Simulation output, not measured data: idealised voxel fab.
Herein follows the process module entitled voxel tone inversion.
Cross-section cut: width 240 nm, square cells of 5 nm.
Cross-section = grid of square cells, listed top down in bands; band = one or more rows.
Band: top and bottom heights (nm) first, top before bottom; then materials from left to right, widths in nm. "everywhere" marks a sole material filling the band edge to edge. "blank" denotes empty space.
A quick word on heights: they are counted from 0, and under that level the wafer as it came to us is one material throughout. The lowest band is different from the rest in having no bottom; it simply continues downward, written as in "z 0 and below".
Note: "30->40" means the width goes from the first number (top row of the band) to the second number (bottom row) in equal steps per row of cells.
Step note "no modifications" = no cross-section cell changed.
Look at "Entrapped void list" for the closed voids: empty spaces with no open path to the top, sized 8 cells or up. Each is width x height at distance, distance from the left edge, all nm.
Whatever follows a step's settings on its line is a remark the simulator itself makes about that step.
When a step includes a mask, the "overlay nm" setting on its line states how far to the right of its planned place that mask lay, and negative values state how far to the left.
### Process steps (planned)
1 RECEIVE with material Si
2 CONFORMAL_DEP with material SiN, thk nm 5
3 DIRECTIONAL_DEP with material aC, thk nm 20
4 PATTERN with tone cover, mask id POSTS, material resist, width nm 15, pitch nm 45, thk nm 30, overlay nm -15
5 DIRECTIONAL_ETCH with etch materials aC, depth nm 20
6 STRIP with etch materials resist
7 FILL_DEP with material SiO2, thk nm 5
8 CMP with height nm 25
9 STRIP with etch materials aC
10 CONFORMAL_DEP with material TiN, thk nm 5
11 FILL_DEP with material Ru, thk nm 5
12 CMP with height nm 25
13 CONFORMAL_DEP with material SiN, thk nm 5
Across this set of wafers, the varied parameter is the overlay nm of step 4. Starting conditions are identical for every wafer, and the plan reports the value assigned to the first wafer.
### Received wafers, first of several: cross-section after step 1
z 0 and below = Si everywhere
Entrapped void list: none
### First wafer of several, cross-section, module end, after step 13 (last)
z 30 to 25 = SiN everywhere
z 25 to 10 = SiO2 30 / TiN 5 / Ru 5 / TiN 5 / SiO2 30 / TiN 5 / Ru 5 / TiN 5 / SiO2 30 / TiN 5 / Ru 5 / TiN 5 / SiO2 30 / TiN 5 / Ru 5 / TiN 5 / SiO2 60
z 10 to 5 = SiO2 30 / TiN 15 / SiO2 30 / TiN 15 / SiO2 30 / TiN 15 / SiO2 30 / TiN 15 / SiO2 60
z 5 to 0 = SiN everywhere
z 0 and below = Si everywhere
Entrapped void list: none
### Of the several wafers, the last: cross-section at the end of the module
z 30 to 25 = SiN everywhere
z 25 to 10 = SiO2 60 / TiN 5 / Ru 5 / TiN 5 / SiO2 30 / TiN 5 / Ru 5 / TiN 5 / SiO2 30 / TiN 5 / Ru 5 / TiN 5 / SiO2 30 / TiN 5 / Ru 5 / TiN 5 / SiO2 30
z 10 to 5 = SiO2 60 / TiN 15 / SiO2 30 / TiN 15 / SiO2 30 / TiN 15 / SiO2 30 / TiN 15 / SiO2 30
z 5 to 0 = SiN everywhere
z 0 and below = Si everywhere
Entrapped void list: none
### Note: the following table is arranged by wafer, a row apiece. Each row reports the end-of-module state: per material, cells gained (+) or cells lost (-) compared with the wafer as received; closed voids follow
overlay nm -15 | +12 Ru | +96 SiN | +144 SiO2 | +36 TiN | Entrapped void list: none
overlay nm -10 | +12 Ru | +96 SiN | +144 SiO2 | +36 TiN | Entrapped void list: none
overlay nm -5 | +12 Ru | +96 SiN | +144 SiO2 | +36 TiN | Entrapped void list: none
overlay nm 0 | +12 Ru | +96 SiN | +144 SiO2 | +36 TiN | Entrapped void list: none
overlay nm 5 | +12 Ru | +96 SiN | +144 SiO2 | +36 TiN | Entrapped void list: none
overlay nm 10 | +12 Ru | +96 SiN | +144 SiO2 | +36 TiN | Entrapped void list: none
overlay nm 15 | +12 Ru | +96 SiN | +144 SiO2 | +36 TiN | Entrapped void list: none
